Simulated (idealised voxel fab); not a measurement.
Title: Process Module voxel self aligned contacts
Xsec cut, 160 nm wide, square cell size 5 nm.
Notation: cross-section as square-cell grid; stated in bands, top first, going down; one or more cell rows per band. Basically the band line says how high the top is and how high the bottom is, in nm, and then what's in it from left to right, every material with its width in nm. Empty space shows up as "empty", and if a single material carries "everywhere" it runs the full band edge to edge. The reference from which all heights are counted is 0, the level beneath which the as-received wafer is entirely one material; the lowest band, having no lower bound, proceeds downward and is written after the example "0 -> down". Graded width ("30..40"): value in top row of band = first number; value in bottom row = second number; row-to-row change constant. Basically "same as before" means that step didn't change any cell in the cross-section. Each empty space that has no open way to the top and spans at least 8 cells appears under "Non-vented voids" as width x height at distance, the distance counted from the left edge, all in nm. If you see something after the settings on a step's line, that's the simulator's own remark about that step. "overlay nm" on a masked step: distance the mask lay right of its planned place, negative for left.
LISTED BELOW ARE THE PROCESS STEPS AS PLANNED
| 1 | RECEIVE (material Si) |
| 2 | CONFORMAL_DEP (material SiO2; thk nm 5) |
| 3 | DIRECTIONAL_DEP (material polySi; thk nm 20) |
| 4 | DIRECTIONAL_DEP (material SiN; thk nm 15) |
| 5 | DIRECTIONAL_DEP (material aC; thk nm 15) |
| 6 | PATTERN (tone cover; mask id GATE; material resist; width nm 30; pitch nm 65; thk nm 30; overlay nm 0) |
| 7 | DIRECTIONAL_ETCH (etch materials aC; depth nm 15) |
| 8 | STRIP (etch materials resist) |
| 9 | DIRECTIONAL_ETCH (etch materials SiN; depth nm 15) |
| 10 | DIRECTIONAL_ETCH (etch materials polySi; depth nm 20) |
| 11 | STRIP (etch materials aC) |
| 12 | CONFORMAL_DEP (material SiN; thk nm 5) |
| 13 | DIRECTIONAL_ETCH (etch materials SiN; depth nm 5) |
| 14 | FILL_DEP (material SiO2; thk nm 15) |
| 15 | CMP (height nm 45) |
| 16 | DIRECTIONAL_DEP (material aC; thk nm 15) |
| 17 | PATTERN (tone open; mask id CONTACT; material resist; width nm 45; thk nm 30; overlay nm 0) |
| 18 | DIRECTIONAL_ETCH (etch materials aC; depth nm 15) |
| 19 | STRIP (etch materials resist) |
| 20 | DIRECTIONAL_ETCH (etch materials SiO2; depth nm 45) |
| 21 | STRIP (etch materials aC) |
| 22 | CONFORMAL_DEP (material TiN; thk nm 5) |
| 23 | FILL_DEP (material W; thk nm 10) |
| 24 | CMP (height nm 45) |
| 25 | CONFORMAL_DEP (material SiCN; thk nm 5) |
THE FIRST OF TWO WAFERS, RUN AS PLANNED
AS RECEIVED (POST STEP 1): CROSS-SECTION
	0 -> down  Si everywhere
	Non-vented voids: none
CROSS-SECTION: WAFER STATE AFTER STEP 2
	5 -> 0  SiO2 everywhere
	For the remainder of the cross-section, below 0, there is no change.
CROSS-SECTION: WAFER STATE AFTER STEP 3
	25 -> 5  polySi everywhere
	For the remainder of the cross-section, below 5, there is no change.
CROSS-SECTION: WAFER STATE AFTER STEP 4
	40 -> 25  SiN everywhere
	For the remainder of the cross-section, below 25, there is no change.
CROSS-SECTION: WAFER STATE AFTER STEP 5
	55 -> 40  aC everywhere
	For the remainder of the cross-section, below 40, there is no change.
CROSS-SECTION: WAFER STATE AFTER STEP 6
	85 -> 55  30 of empty / 30 of resist / 35 of empty / 30 of resist / 35 of empty
	For the remainder of the cross-section, below 55, there is no change.
CROSS-SECTION: WAFER STATE AFTER STEP 7
	70 -> 55  30 of empty / 30 of resist / 35 of empty / 30 of resist / 35 of empty
	55 -> 40  30 of empty / 30 of aC / 35 of empty / 30 of aC / 35 of empty
	For the remainder of the cross-section, below 40, there is no change.
CROSS-SECTION: WAFER STATE AFTER STEP 8
	55 -> 40  30 of empty / 30 of aC / 35 of empty / 30 of aC / 35 of empty
	For the remainder of the cross-section, below 40, there is no change.
CROSS-SECTION: WAFER STATE AFTER STEP 9
	55 -> 40  30 of empty / 30 of aC / 35 of empty / 30 of aC / 35 of empty
	40 -> 25  30 of empty / 30 of SiN / 35 of empty / 30 of SiN / 35 of empty
	For the remainder of the cross-section, below 25, there is no change.
CROSS-SECTION: WAFER STATE AFTER STEP 10
	55 -> 40  30 of empty / 30 of aC / 35 of empty / 30 of aC / 35 of empty
	40 -> 25  30 of empty / 30 of SiN / 35 of empty / 30 of SiN / 35 of empty
	25 -> 5  30 of empty / 30 of polySi / 35 of empty / 30 of polySi / 35 of empty
	For the remainder of the cross-section, below 5, there is no change.
CROSS-SECTION: WAFER STATE AFTER STEP 11
	40 -> 25  30 of empty / 30 of SiN / 35 of empty / 30 of SiN / 35 of empty
	For the remainder of the cross-section, below 25, there is no change.
CROSS-SECTION: WAFER STATE AFTER STEP 12
	45 -> 25  25 of empty / 40 of SiN / 25 of empty / 40 of SiN / 30 of empty
	25 -> 10  25 of empty / 5 of SiN / 30 of polySi / 5 of SiN / 25 of empty / 5 of SiN / 30 of polySi / 5 of SiN / 30 of empty
	10 -> 5  30 of SiN / 30 of polySi / 35 of SiN / 30 of polySi / 35 of SiN
	For the remainder of the cross-section, below 5, there is no change.
CROSS-SECTION: WAFER STATE AFTER STEP 13
	40 -> 25  25 of empty / 40 of SiN / 25 of empty / 40 of SiN / 30 of empty
	25 -> 5  25 of empty / 5 of SiN / 30 of polySi / 5 of SiN / 25 of empty / 5 of SiN / 30 of polySi / 5 of SiN / 30 of empty
	For the remainder of the cross-section, below 5, there is no change.
CROSS-SECTION: WAFER STATE AFTER STEP 14
	55 -> 40  SiO2 everywhere
	40 -> 25  25 of SiO2 / 40 of SiN / 25 of SiO2 / 40 of SiN / 30 of SiO2
	25 -> 5  25 of SiO2 / 5 of SiN / 30 of polySi / 5 of SiN / 25 of SiO2 / 5 of SiN / 30 of polySi / 5 of SiN / 30 of SiO2
	For the remainder of the cross-section, below 5, there is no change.
CROSS-SECTION: WAFER STATE AFTER STEP 15
	45 -> 40  SiO2 everywhere
	For the remainder of the cross-section, below 40, there is no change.
CROSS-SECTION: WAFER STATE AFTER STEP 16
	60 -> 45  aC everywhere
	For the remainder of the cross-section, below 45, there is no change.
CROSS-SECTION: WAFER STATE AFTER STEP 17
	90 -> 60  55 of resist / 45 of empty / 60 of resist
	For the remainder of the cross-section, below 60, there is no change.
CROSS-SECTION: WAFER STATE AFTER STEP 18
	75 -> 60  55 of resist / 45 of empty / 60 of resist
	60 -> 45  55 of aC / 45 of empty / 60 of aC
	For the remainder of the cross-section, below 45, there is no change.
CROSS-SECTION: WAFER STATE AFTER STEP 19
	60 -> 45  55 of aC / 45 of empty / 60 of aC
	For the remainder of the cross-section, below 45, there is no change.
CROSS-SECTION: WAFER STATE AFTER STEP 20
	60 -> 45  55 of aC / 45 of empty / 60 of aC
	45 -> 40  55 of SiO2 / 45 of empty / 60 of SiO2
	40 -> 25  25 of SiO2 / 40 of SiN / 25 of empty / 40 of SiN / 30 of SiO2
	25 -> 5  25 of SiO2 / 5 of SiN / 30 of polySi / 5 of SiN / 25 of empty / 5 of SiN / 30 of polySi / 5 of SiN / 30 of SiO2
	5 -> 0  65 of SiO2 / 25 of empty / 70 of SiO2
	For the remainder of the cross-section, below 0, there is no change.
CROSS-SECTION: WAFER STATE AFTER STEP 21
	45 -> 40  55 of SiO2 / 45 of empty / 60 of SiO2
	For the remainder of the cross-section, below 40, there is no change.
CROSS-SECTION: WAFER STATE AFTER STEP 22
	50 -> 45  60 of TiN / 35 of empty / 65 of TiN
	45 -> 40  55 of SiO2 / 15 of TiN / 15 of empty / 15 of TiN / 60 of SiO2
	40 -> 25  25 of SiO2 / 40 of SiN / 5 of TiN / 15 of empty / 5 of TiN / 40 of SiN / 30 of SiO2
	25 -> 5  25 of SiO2 / 5 of SiN / 30 of polySi / 5 of SiN / 5 of TiN / 15 of empty / 5 of TiN / 5 of SiN / 30 of polySi / 5 of SiN / 30 of SiO2
	5 -> 0  65 of SiO2 / 25 of TiN / 70 of SiO2
	For the remainder of the cross-section, below 0, there is no change.
CROSS-SECTION: WAFER STATE AFTER STEP 23
	60 -> 50  W everywhere
	50 -> 45  60 of TiN / 35 of W / 65 of TiN
	45 -> 40  55 of SiO2 / 15 of TiN / 15 of W / 15 of TiN / 60 of SiO2
	40 -> 25  25 of SiO2 / 40 of SiN / 5 of TiN / 15 of W / 5 of TiN / 40 of SiN / 30 of SiO2
	25 -> 5  25 of SiO2 / 5 of SiN / 30 of polySi / 5 of SiN / 5 of TiN / 15 of W / 5 of TiN / 5 of SiN / 30 of polySi / 5 of SiN / 30 of SiO2
	For the remainder of the cross-section, below 5, there is no change.
CROSS-SECTION: WAFER STATE AFTER STEP 24
	45 -> 40  55 of SiO2 / 15 of TiN / 15 of W / 15 of TiN / 60 of SiO2
	For the remainder of the cross-section, below 40, there is no change.
CROSS-SECTION: WAFER STATE AFTER STEP 25
	50 -> 45  SiCN everywhere
	For the remainder of the cross-section, below 45, there is no change.
WAFER TWO. IDENTICAL START, IDENTICAL PLAN. ONE MISTAKE IN EXECUTION. IDENTICAL HISTORY THROUGH STEP 2
SECOND WAFER AT THE PLANNED FINISH OF STEP 3, SEEN IN CROSS-SECTION
	45 -> 5  polySi everywhere
	For the remainder of the cross-section, below 5, there is no change.
SECOND WAFER AT THE PLANNED FINISH OF STEP 4, SEEN IN CROSS-SECTION
	60 -> 45  SiN everywhere
	For the remainder of the cross-section, below 45, there is no change.
SECOND WAFER AT THE PLANNED FINISH OF STEP 5, SEEN IN CROSS-SECTION
	75 -> 60  aC everywhere
	For the remainder of the cross-section, below 60, there is no change.
SECOND WAFER AT THE PLANNED FINISH OF STEP 6, SEEN IN CROSS-SECTION
	105 -> 75  30 of empty / 30 of resist / 35 of empty / 30 of resist / 35 of empty
	For the remainder of the cross-section, below 75, there is no change.
SECOND WAFER AT THE PLANNED FINISH OF STEP 7, SEEN IN CROSS-SECTION
	90 -> 75  30 of empty / 30 of resist / 35 of empty / 30 of resist / 35 of empty
	75 -> 60  30 of empty / 30 of aC / 35 of empty / 30 of aC / 35 of empty
	For the remainder of the cross-section, below 60, there is no change.
SECOND WAFER AT THE PLANNED FINISH OF STEP 8, SEEN IN CROSS-SECTION
	75 -> 60  30 of empty / 30 of aC / 35 of empty / 30 of aC / 35 of empty
	For the remainder of the cross-section, below 60, there is no change.
SECOND WAFER AT THE PLANNED FINISH OF STEP 9, SEEN IN CROSS-SECTION
	75 -> 60  30 of empty / 30 of aC / 35 of empty / 30 of aC / 35 of empty
	60 -> 45  30 of empty / 30 of SiN / 35 of empty / 30 of SiN / 35 of empty
	For the remainder of the cross-section, below 45, there is no change.
SECOND WAFER AT THE PLANNED FINISH OF STEP 10, SEEN IN CROSS-SECTION
	75 -> 60  30 of empty / 30 of aC / 35 of empty / 30 of aC / 35 of empty
	60 -> 45  30 of empty / 30 of SiN / 35 of empty / 30 of SiN / 35 of empty
	45 -> 25  30 of empty / 30 of polySi / 35 of empty / 30 of polySi / 35 of empty
	For the remainder of the cross-section, below 25, there is no change.
SECOND WAFER AT THE PLANNED FINISH OF STEP 11, SEEN IN CROSS-SECTION
	60 -> 45  30 of empty / 30 of SiN / 35 of empty / 30 of SiN / 35 of empty
	For the remainder of the cross-section, below 45, there is no change.
SECOND WAFER AT THE PLANNED FINISH OF STEP 12, SEEN IN CROSS-SECTION
	65 -> 45  25 of empty / 40 of SiN / 25 of empty / 40 of SiN / 30 of empty
	45 -> 30  25 of empty / 5 of SiN / 30 of polySi / 5 of SiN / 25 of empty / 5 of SiN / 30 of polySi / 5 of SiN / 30 of empty
	30 -> 25  30 of SiN / 30 of polySi / 35 of SiN / 30 of polySi / 35 of SiN
	For the remainder of the cross-section, below 25, there is no change.
SECOND WAFER AT THE PLANNED FINISH OF STEP 13, SEEN IN CROSS-SECTION
	60 -> 45  25 of empty / 40 of SiN / 25 of empty / 40 of SiN / 30 of empty
	45 -> 25  25 of empty / 5 of SiN / 30 of polySi / 5 of SiN / 25 of empty / 5 of SiN / 30 of polySi / 5 of SiN / 30 of empty
	For the remainder of the cross-section, below 25, there is no change.
SECOND WAFER AT THE PLANNED FINISH OF STEP 14, SEEN IN CROSS-SECTION
	75 -> 60  SiO2 everywhere
	60 -> 45  25 of SiO2 / 40 of SiN / 25 of SiO2 / 40 of SiN / 30 of SiO2
	45 -> 25  25 of SiO2 / 5 of SiN / 30 of polySi / 5 of SiN / 25 of SiO2 / 5 of SiN / 30 of polySi / 5 of SiN / 30 of SiO2
	For the remainder of the cross-section, below 25, there is no change.
SECOND WAFER AT THE PLANNED FINISH OF STEP 15, SEEN IN CROSS-SECTION
	45 -> 25  25 of SiO2 / 5 of SiN / 30 of polySi / 5 of SiN / 25 of SiO2 / 5 of SiN / 30 of polySi / 5 of SiN / 30 of SiO2
	For the remainder of the cross-section, below 25, there is no change.
SECOND WAFER AT THE PLANNED FINISH OF STEP 16, SEEN IN CROSS-SECTION
	60 -> 45  aC everywhere
	For the remainder of the cross-section, below 45, there is no change.
SECOND WAFER AT THE PLANNED FINISH OF STEP 17, SEEN IN CROSS-SECTION
	90 -> 60  55 of resist / 45 of empty / 60 of resist
	For the remainder of the cross-section, below 60, there is no change.
SECOND WAFER AT THE PLANNED FINISH OF STEP 18, SEEN IN CROSS-SECTION
	75 -> 60  55 of resist / 45 of empty / 60 of resist
	60 -> 45  55 of aC / 45 of empty / 60 of aC
	For the remainder of the cross-section, below 45, there is no change.
SECOND WAFER AT THE PLANNED FINISH OF STEP 19, SEEN IN CROSS-SECTION
	60 -> 45  55 of aC / 45 of empty / 60 of aC
	For the remainder of the cross-section, below 45, there is no change.
SECOND WAFER AT THE PLANNED FINISH OF STEP 20, SEEN IN CROSS-SECTION
	60 -> 45  55 of aC / 45 of empty / 60 of aC
	45 -> 25  25 of SiO2 / 5 of SiN / 30 of polySi / 5 of SiN / 25 of empty / 5 of SiN / 30 of polySi / 5 of SiN / 30 of SiO2
	For the remainder of the cross-section, below 25, there is no change.
SECOND WAFER AT THE PLANNED FINISH OF STEP 21, SEEN IN CROSS-SECTION
	45 -> 25  25 of SiO2 / 5 of SiN / 30 of polySi / 5 of SiN / 25 of empty / 5 of SiN / 30 of polySi / 5 of SiN / 30 of SiO2
	For the remainder of the cross-section, below 25, there is no change.
SECOND WAFER AT THE PLANNED FINISH OF STEP 22, SEEN IN CROSS-SECTION
	50 -> 45  70 of TiN / 15 of empty / 75 of TiN
	45 -> 30  25 of SiO2 / 5 of SiN / 30 of polySi / 5 of SiN / 5 of TiN / 15 of empty / 5 of TiN / 5 of SiN / 30 of polySi / 5 of SiN / 30 of SiO2
	30 -> 25  25 of SiO2 / 5 of SiN / 30 of polySi / 5 of SiN / 25 of TiN / 5 of SiN / 30 of polySi / 5 of SiN / 30 of SiO2
	For the remainder of the cross-section, below 25, there is no change.
SECOND WAFER AT THE PLANNED FINISH OF STEP 23, SEEN IN CROSS-SECTION
	60 -> 50  W everywhere
	50 -> 45  70 of TiN / 15 of W / 75 of TiN
	45 -> 30  25 of SiO2 / 5 of SiN / 30 of polySi / 5 of SiN / 5 of TiN / 15 of W / 5 of TiN / 5 of SiN / 30 of polySi / 5 of SiN / 30 of SiO2
	For the remainder of the cross-section, below 30, there is no change.
SECOND WAFER AT THE PLANNED FINISH OF STEP 24, SEEN IN CROSS-SECTION
	45 -> 30  25 of SiO2 / 5 of SiN / 30 of polySi / 5 of SiN / 5 of TiN / 15 of W / 5 of TiN / 5 of SiN / 30 of polySi / 5 of SiN / 30 of SiO2
	For the remainder of the cross-section, below 30, there is no change.
SECOND WAFER AT THE PLANNED FINISH OF STEP 25, SEEN IN CROSS-SECTION
	50 -> 45  SiCN everywhere
	For the remainder of the cross-section, below 45, there is no change.
Plan not followed: step 3 of the plan was carried out twice
End of process, cell counts, second wafer against first, materials with more or fewer: SiN: 48 fewer, SiO2: 51 fewer, TiN: 14 fewer, W: 15 fewer, polySi: 128 more
